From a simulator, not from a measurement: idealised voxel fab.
This section sets out a process module, namely voxel self aligned contacts.
FYI the section here is cut, 205 nm wide, cells are 5 nm squares.
Cross-section spec: square-cell grid; bands listed top down; each band is one or more rows. The entry gives the band's vertical extent as a top height and a bottom height in nm, then its horizontal make-up as materials from left to right, each with a width in nm. "air" stands for empty space; a single material marked "throughout" fills the band edge to edge. Height reference: 0 = level under which incoming wafer is all one material. Lowest band: no bottom, runs on downward, e.g. "0 -> down". You'd read "30..40" like this: the band's top row of cells is as wide as the first number, its bottom row is as wide as the second, and going down, every row changes width by the same amount as the row before did. A step reported as "nothing changed" is a step in which no cell of the cross-section changed. "Voids, sealed" specifies each empty space that is not open to the top and that occupies no fewer than 8 cells, using the form width x height at distance, the distance measured from the left edge and all three quantities in nm. Heads up: the bit after the settings on a step's line is the simulator's remark on that step. overlay nm, on a step with a mask: how far to the right of its planned place the mask lay; to the left if negative.

Planned process steps
1: RECEIVE: material Si
2: OXIDIZE: depth nm 5
3: DIRECTIONAL_DEP: material polySi, thk nm 20
4: DIRECTIONAL_DEP: material SiN, thk nm 15
5: DIRECTIONAL_DEP: material aC, thk nm 10
6: PATTERN: tone cover, mask id GATE, material resist, width nm 30, pitch nm 55, thk nm 25, overlay nm 0
7: DIRECTIONAL_ETCH: etch materials aC, depth nm 10
8: STRIP: etch materials resist
9: DIRECTIONAL_ETCH: etch materials SiN, depth nm 15
10: DIRECTIONAL_ETCH: etch materials polySi, depth nm 20
11: STRIP: etch materials aC
12: CONFORMAL_DEP: material SiN, thk nm 5
13: DIRECTIONAL_ETCH: etch materials SiN, depth nm 5
14: FILL_DEP: material SiO2, thk nm 15
15: CMP: height nm 40
16: DIRECTIONAL_DEP: material aC, thk nm 10
17: PATTERN: tone open, mask id CONTACT, material resist, width nm 35, pitch nm 55, thk nm 30, overlay nm 0
18: DIRECTIONAL_ETCH: etch materials aC, depth nm 10
19: STRIP: etch materials resist
20: DIRECTIONAL_ETCH: etch materials SiO2, depth nm 45
21: STRIP: etch materials aC
22: CONFORMAL_DEP: material TiN, thk nm 5
23: FILL_DEP: material Ru, thk nm 10
24: CMP: height nm 40
25: CONFORMAL_DEP: material SiN, thk nm 5

Incoming wafer in cross-section (state: after step 1)
* 0 -> down | Si throughout
* Voids, sealed: none

First wafer at the end, as planned
* 45 -> 40 | SiN throughout
* 40 -> 35 | SiO2=55, TiN=15, Ru=5, TiN=15, SiO2=20, TiN=15, Ru=5, TiN=15, SiO2=60
* 35 -> 20 | SiO2=25, SiN=40, TiN=5, Ru=5, TiN=5, SiN=40, TiN=5, Ru=5, TiN=5, SiN=40, SiO2=30
* 20 -> 0 | SiO2=25, SiN=5, polySi=30, SiN=5, TiN=5, Ru=5, TiN=5, SiN=5, polySi=30, SiN=5, TiN=5, Ru=5, TiN=5, SiN=5, polySi=30, SiN=5, SiO2=30
* 0 -> -5 | SiO2=65, TiN=15, SiO2=40, TiN=15, SiO2=70
* -5 -> down | Si throughout
* Voids, sealed: none

Wafer two, end of module, cross-section. Same start, same plan as wafer one. One mistake in the run
* 45 -> 40 | SiN throughout
* 40 -> 35 | SiO2=55, TiN=5, Ru=25, TiN=5, SiO2=20, TiN=5, Ru=25, TiN=5, SiO2=60
* 35 -> 30 | SiO2=55, TiN=35, SiO2=20, TiN=35, SiO2=60
* 30 -> 20 | SiN throughout
* 20 -> 0 | polySi throughout
* 0 -> -5 | SiO2 throughout
* -5 -> down | Si throughout
* Voids, sealed: none
Run error: step 5 did not happen as planned, as run it was DIRECTIONAL_DEP: material SiN, thk nm 10
Final comparison by cell count, materials where the second wafer has more or fewer than the first: Ru: 6 fewer; SiN: 14 fewer; SiO2: 44 fewer; TiN: 28 fewer; polySi: 92 more
